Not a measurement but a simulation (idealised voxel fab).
process module | voxel self aligned vias
cross-section cut | 180 nm wide | cells 5 nm
A cross-section is a grid of square cells, given in bands from the top down. A band is one or more rows of cells.
Each band's line starts with the height of the band's top and of its bottom, in nm. Then come its materials from left to right, each with its width in nm. One material with "throughout" fills the band from edge to edge. "air" is empty space.
Height 0 is the level under which the wafer as received is all one material. The lowest band goes on downwards, as in "0 down".
A width such as "30 to 40" changes by the same amount from each row of cells to the next, from the band's top row to its bottom row.
"no change" after a step means that no cell of the cross-section changed.
closed voids: empty space of 8 cells or more with no open way to the top, each as width x height at its distance from the left edge, in nm
after a step's settings: what the simulator itself notes on the step
overlay nm, on a step with a mask: how far to the right of its planned place the mask lay; to the left if negative
plan
1 op RECEIVE | material Si
2 op CONFORMAL_DEP | material SiO2 | thk nm 10
3 op CONFORMAL_DEP | material SiCN | thk nm 5
4 op DIRECTIONAL_DEP | material lowk | thk nm 25
5 op DIRECTIONAL_DEP | material aC | thk nm 15
6 op PATTERN | tone open | mask id LINES | material resist | width nm 30 | pitch nm 55 | thk nm 30 | overlay nm 0
7 op DIRECTIONAL_ETCH | etch materials aC | depth nm 15
8 op STRIP | etch materials resist
9 op DIRECTIONAL_ETCH | etch materials lowk | depth nm 25
10 op STRIP | etch materials aC
11 op CONFORMAL_DEP | material TiN | thk nm 5
12 op FILL_DEP | material Ru | thk nm 5
13 op CMP | height nm 40
14 op SELECTIVE_ETCH | etch materials W Ru TiN | depth nm 10
15 op FILL_DEP | material SiN | thk nm 5
16 op CMP | height nm 40
17 op DIRECTIONAL_DEP | material lowk | thk nm 20
18 op DIRECTIONAL_DEP | material aC | thk nm 10
19 op PATTERN | tone open | mask id VIAS | material resist | width nm 40 | pitch nm 55 | thk nm 30 | overlay nm 0
20 op DIRECTIONAL_ETCH | etch materials aC | depth nm 10
21 op STRIP | etch materials resist
22 op DIRECTIONAL_ETCH | etch materials lowk | depth nm 20
23 op DIRECTIONAL_ETCH | etch materials SiN | depth nm 10
24 op STRIP | etch materials aC
25 op CONFORMAL_DEP | material TiN | thk nm 5
26 op FILL_DEP | material Cu | thk nm 5
27 op CMP | height nm 60
28 op CONFORMAL_DEP | material SiCN | thk nm 5
as received, after step 1
  0 down: Si throughout
  closed voids: none
a wafer at the end: this start, this plan, one mistake
  65 to 60: SiCN throughout
  60 to 45: lowk 40 | TiN 5 | Cu 30 | TiN 5 | lowk 15 | TiN 5 | Cu 30 | TiN 5 | lowk 45
  45 to 35: lowk 40 to 45 | TiN 10 to 5 | Cu 20 | TiN 10 to 5 | lowk 15 to 25 | TiN 10 to 5 | Cu 20 | TiN 10 to 5 | lowk 45 to 50
  35 to 30: lowk 45 | TiN 30 | lowk 25 | TiN 30 | lowk 50
  30 to 20: lowk 45 | TiN 5 | Ru 20 | TiN 5 | lowk 25 | TiN 5 | Ru 20 | TiN 5 | lowk 50
  20 to 15: lowk 45 | TiN 30 | lowk 25 | TiN 30 | lowk 50
  15 to 10: SiCN throughout
  10 to 0: Ru throughout
  0 down: Si throughout
  closed voids: none
what went wrong: step 2 ran as: op CONFORMAL_DEP | material Ru | thk nm 10
